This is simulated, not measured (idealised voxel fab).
process module | voxel plated lines
cross-section cut | 265 nm wide | cells 5 nm
A cross-section is a grid of square cells, given in bands from the top down. A band is one or more rows of cells.
Each band's line starts with the height of the band's top and of its bottom, in nm. Then come its materials from left to right, each with its width in nm. One material with "throughout" fills the band from edge to edge. "air" is empty space.
Height 0 is the level under which the wafer as received is all one material. The lowest band goes on downwards, as in "0 down".
A width such as "30 to 40" changes by the same amount from each row of cells to the next, from the band's top row to its bottom row.
"no change" after a step means that no cell of the cross-section changed.
closed voids: empty space of 8 cells or more with no open way to the top, each as width x height at its distance from the left edge, in nm
after a step's settings: what the simulator itself notes on the step
overlay nm, on a step with a mask: how far to the right of its planned place the mask lay; to the left if negative
plan
1 op RECEIVE | material Si
2 op CONFORMAL_DEP | material SiO2 | thk nm 5
3 op DIRECTIONAL_DEP | material TiN | thk nm 5
4 op PATTERN | tone open | mask id LINES | material resist | width nm 25 | pitch nm 55 | thk nm 20 | overlay nm 0
5 op EPI | material Ru | thk nm 10
6 op STRIP | etch materials resist
7 op DIRECTIONAL_ETCH | etch materials TiN | depth nm 5
8 op CONFORMAL_DEP | material SiCN | thk nm 5
as received, after step 1
  0 down: Si throughout
  closed voids: none
first wafer at the end, as planned
  25 to 20: air 60 | SiCN 35 | air 20 | SiCN 35 | air 20 | SiCN 35 | air 60
  20 to 10: air 60 | SiCN 5 | Ru 25 | SiCN 5 | air 20 | SiCN 5 | Ru 25 | SiCN 5 | air 20 | SiCN 5 | Ru 25 | SiCN 5 | air 60
  10 to 5: SiCN 65 | TiN 25 | SiCN 30 | TiN 25 | SiCN 30 | TiN 25 | SiCN 65
  5 to 0: SiO2 throughout
  0 down: Si throughout
  closed voids: none
second wafer at the end: like start, like plan, one mistake
  25 to 20: air 50 | SiCN 35 | air 20 | SiCN 35 | air 20 | SiCN 35 | air 70
  20 to 10: air 50 | SiCN 5 | Ru 25 | SiCN 5 | air 20 | SiCN 5 | Ru 25 | SiCN 5 | air 20 | SiCN 5 | Ru 25 | SiCN 5 | air 70
  10 to 5: SiCN 55 | TiN 25 | SiCN 30 | TiN 25 | SiCN 30 | TiN 25 | SiCN 75
  5 to 0: SiO2 throughout
  0 down: Si throughout
  closed voids: none
what went wrong: step 4 ran as: op PATTERN | tone open | mask id LINES | material resist | width nm 25 | pitch nm 55 | thk nm 20 | overlay nm -10
at the end the second wafer has, in cells: as many of each material as the first, in other places
